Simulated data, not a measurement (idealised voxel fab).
voxel ribs on slabs: a process module
The width of the displayed cross-section, cut, is 145 nm; its cells are square, with a size of 5 nm.
This document writes a cross-section as a grid whose cells are square, and gives it as bands, listed from the top down; one or more rows of cells form a band.
Band: top and bottom heights (nm) first, top before bottom; then materials from left to right, widths in nm. "full width" marks a sole material filling the band edge to edge. "empty" denotes empty space.
It should be noted that heights are counted from 0, beneath which the wafer as supplied is of one material throughout, and that the lowest band possesses no lower boundary but continues downward, as written in "0..down".
Width spec "30->40" -> top row of cells at first value, bottom row at second value, equal per-row change in between.
The cross-section has no changed cell in any step marked "no change occurred".
The entry "Cavities, sealed" lists the empty spaces that cover at least 8 cells and have no open path to the top. Each is written as width x height at distance, where the distance is measured from the left edge and all three values are in nm.
after a step's settings: what the simulator itself notes on the step
"overlay nm" on a masked step: distance the mask lay right of its planned place, negative for left.
Below is the list of planned process steps
| 1 | RECEIVE | material Si |
| 2 | DIRECTIONAL_DEP | material SiO2 | thk nm 25 |
| 3 | DIRECTIONAL_DEP | material polySi | thk nm 15 |
| 4 | DIRECTIONAL_DEP | material aC | thk nm 15 |
| 5 | PATTERN | tone cover | mask id RIB | material resist | width nm 25 | thk nm 35 | overlay nm 0 |
| 6 | DIRECTIONAL_ETCH | etch materials aC | depth nm 15 |
| 7 | STRIP | etch materials resist |
| 8 | DIRECTIONAL_ETCH | etch materials polySi | depth nm 10 |
| 9 | STRIP | etch materials aC |
| 10 | PATTERN | tone cover | mask id SLAB | material resist | width nm 55 | thk nm 15 | overlay nm 0 |
| 11 | DIRECTIONAL_ETCH | etch materials polySi | depth nm 5 |
| 12 | STRIP | etch materials resist |
| 13 | FILL_DEP | material SiO2 | thk nm 25 |
| 14 | CMP | height nm 55 |
| 15 | DIRECTIONAL_DEP | material TiN | thk nm 5 |
| 16 | DIRECTIONAL_DEP | material aC | thk nm 10 |
| 17 | PATTERN | tone cover | mask id HEATER | material resist | width nm 35 | thk nm 25 | overlay nm 0 |
| 18 | DIRECTIONAL_ETCH | etch materials aC | depth nm 10 |
| 19 | STRIP | etch materials resist |
| 20 | DIRECTIONAL_ETCH | etch materials TiN | depth nm 5 |
| 21 | STRIP | etch materials aC |
| 22 | CONFORMAL_DEP | material SiN | thk nm 10 |
The first of two wafers, run as planned
Wafer at receipt (post step 1), cross-section
  0..down  Si full width
  Cavities, sealed: none
The wafer in cross-section once step 2 is complete
  25..0  SiO2 full width
  Lower than 0, everything is as it was.
The wafer in cross-section once step 3 is complete
  40..25  polySi full width
  Lower than 25, everything is as it was.
The wafer in cross-section once step 4 is complete
  55..40  aC full width
  Lower than 40, everything is as it was.
The wafer in cross-section once step 5 is complete
  90..55  60 empty; 25 resist; 60 empty
  Lower than 55, everything is as it was.
The wafer in cross-section once step 6 is complete
  75..55  60 empty; 25 resist; 60 empty
  55..40  60 empty; 25 aC; 60 empty
  Lower than 40, everything is as it was.
The wafer in cross-section once step 7 is complete
  55..40  60 empty; 25 aC; 60 empty
  Lower than 40, everything is as it was.
The wafer in cross-section once step 8 is complete
  55..40  60 empty; 25 aC; 60 empty
  40..30  60 empty; 25 polySi; 60 empty
  Lower than 30, everything is as it was.
The wafer in cross-section once step 9 is complete
  40..30  60 empty; 25 polySi; 60 empty
  Lower than 30, everything is as it was.
The wafer in cross-section once step 10 is complete
  55..40  45 empty; 55 resist; 45 empty
  40..30  45 empty; 15 resist; 25 polySi; 15 resist; 45 empty
  Lower than 30, everything is as it was.
The wafer in cross-section once step 11 is complete
  55..40  45 empty; 55 resist; 45 empty
  40..30  45 empty; 15 resist; 25 polySi; 15 resist; 45 empty
  30..25  45 empty; 55 polySi; 45 empty
  Lower than 25, everything is as it was.
The wafer in cross-section once step 12 is complete
  40..30  60 empty; 25 polySi; 60 empty
  Lower than 30, everything is as it was.
The wafer in cross-section once step 13 is complete
  65..40  SiO2 full width
  40..30  60 SiO2; 25 polySi; 60 SiO2
  30..25  45 SiO2; 55 polySi; 45 SiO2
  Lower than 25, everything is as it was.
The wafer in cross-section once step 14 is complete
  55..40  SiO2 full width
  Lower than 40, everything is as it was.
The wafer in cross-section once step 15 is complete
  60..55  TiN full width
  Lower than 55, everything is as it was.
The wafer in cross-section once step 16 is complete
  70..60  aC full width
  Lower than 60, everything is as it was.
The wafer in cross-section once step 17 is complete
  95..70  55 empty; 35 resist; 55 empty
  Lower than 70, everything is as it was.
The wafer in cross-section once step 18 is complete
  85..70  55 empty; 35 resist; 55 empty
  70..60  55 empty; 35 aC; 55 empty
  Lower than 60, everything is as it was.
The wafer in cross-section once step 19 is complete
  70..60  55 empty; 35 aC; 55 empty
  Lower than 60, everything is as it was.
The wafer in cross-section once step 20 is complete
  70..60  55 empty; 35 aC; 55 empty
  60..55  55 empty; 35 TiN; 55 empty
  Lower than 55, everything is as it was.
The wafer in cross-section once step 21 is complete
  60..55  55 empty; 35 TiN; 55 empty
  Lower than 55, everything is as it was.
The wafer in cross-section once step 22 is complete
  70..65  45 empty; 55 SiN; 45 empty
  65..60  SiN full width
  60..55  55 SiN; 35 TiN; 55 SiN
  Lower than 55, everything is as it was.
Second wafer: like start, like plan, one mistake. Through step 1 it matches the first wafer
Cross-sectional representation of the second wafer at the time designated in the plan for the completion of step 2
  15..0  polySi full width
  Lower than 0, everything is as it was.
Cross-sectional representation of the second wafer at the time designated in the plan for the completion of step 3
  40..15  SiO2 full width
  Lower than 15, everything is as it was.
Cross-sectional representation of the second wafer at the time designated in the plan for the completion of step 4
  55..40  aC full width
  Lower than 40, everything is as it was.
Cross-sectional representation of the second wafer at the time designated in the plan for the completion of step 5
  90..55  60 empty; 25 resist; 60 empty
  Lower than 55, everything is as it was.
Cross-sectional representation of the second wafer at the time designated in the plan for the completion of step 6
  75..55  60 empty; 25 resist; 60 empty
  55..40  60 empty; 25 aC; 60 empty
  Lower than 40, everything is as it was.
Cross-sectional representation of the second wafer at the time designated in the plan for the completion of step 7
  55..40  60 empty; 25 aC; 60 empty
  Lower than 40, everything is as it was.
Cross-sectional representation of the second wafer at the time designated in the plan for the completion of step 8: no change occurred
Cross-sectional representation of the second wafer at the time designated in the plan for the completion of step 9
  40..15  SiO2 full width
  Lower than 15, everything is as it was.
Cross-sectional representation of the second wafer at the time designated in the plan for the completion of step 10
  55..40  45 empty; 55 resist; 45 empty
  Lower than 40, everything is as it was.
Cross-sectional representation of the second wafer at the time designated in the plan for the completion of step 11: no change occurred
Cross-sectional representation of the second wafer at the time designated in the plan for the completion of step 12
  40..15  SiO2 full width
  Lower than 15, everything is as it was.
Cross-sectional representation of the second wafer at the time designated in the plan for the completion of step 13
  65..15  SiO2 full width
  Lower than 15, everything is as it was.
Cross-sectional representation of the second wafer at the time designated in the plan for the completion of step 14
  55..15  SiO2 full width
  Lower than 15, everything is as it was.
Cross-sectional representation of the second wafer at the time designated in the plan for the completion of step 15
  60..55  TiN full width
  Lower than 55, everything is as it was.
Cross-sectional representation of the second wafer at the time designated in the plan for the completion of step 16
  70..60  aC full width
  Lower than 60, everything is as it was.
Cross-sectional representation of the second wafer at the time designated in the plan for the completion of step 17
  95..70  55 empty; 35 resist; 55 empty
  Lower than 70, everything is as it was.
Cross-sectional representation of the second wafer at the time designated in the plan for the completion of step 18
  85..70  55 empty; 35 resist; 55 empty
  70..60  55 empty; 35 aC; 55 empty
  Lower than 60, everything is as it was.
Cross-sectional representation of the second wafer at the time designated in the plan for the completion of step 19
  70..60  55 empty; 35 aC; 55 empty
  Lower than 60, everything is as it was.
Cross-sectional representation of the second wafer at the time designated in the plan for the completion of step 20
  70..60  55 empty; 35 aC; 55 empty
  60..55  55 empty; 35 TiN; 55 empty
  Lower than 55, everything is as it was.
Cross-sectional representation of the second wafer at the time designated in the plan for the completion of step 21
  60..55  55 empty; 35 TiN; 55 empty
  Lower than 55, everything is as it was.
Cross-sectional representation of the second wafer at the time designated in the plan for the completion of step 22
  70..65  45 empty; 55 SiN; 45 empty
  65..60  SiN full width
  60..55  55 SiN; 35 TiN; 55 SiN
  Lower than 55, everything is as it was.
Here's what went sideways: steps 2 and 3 run out of order (swapped)
Final difference in cells, second wafer against first, listed per material as more or fewer: SiO2 -66, polySi +66
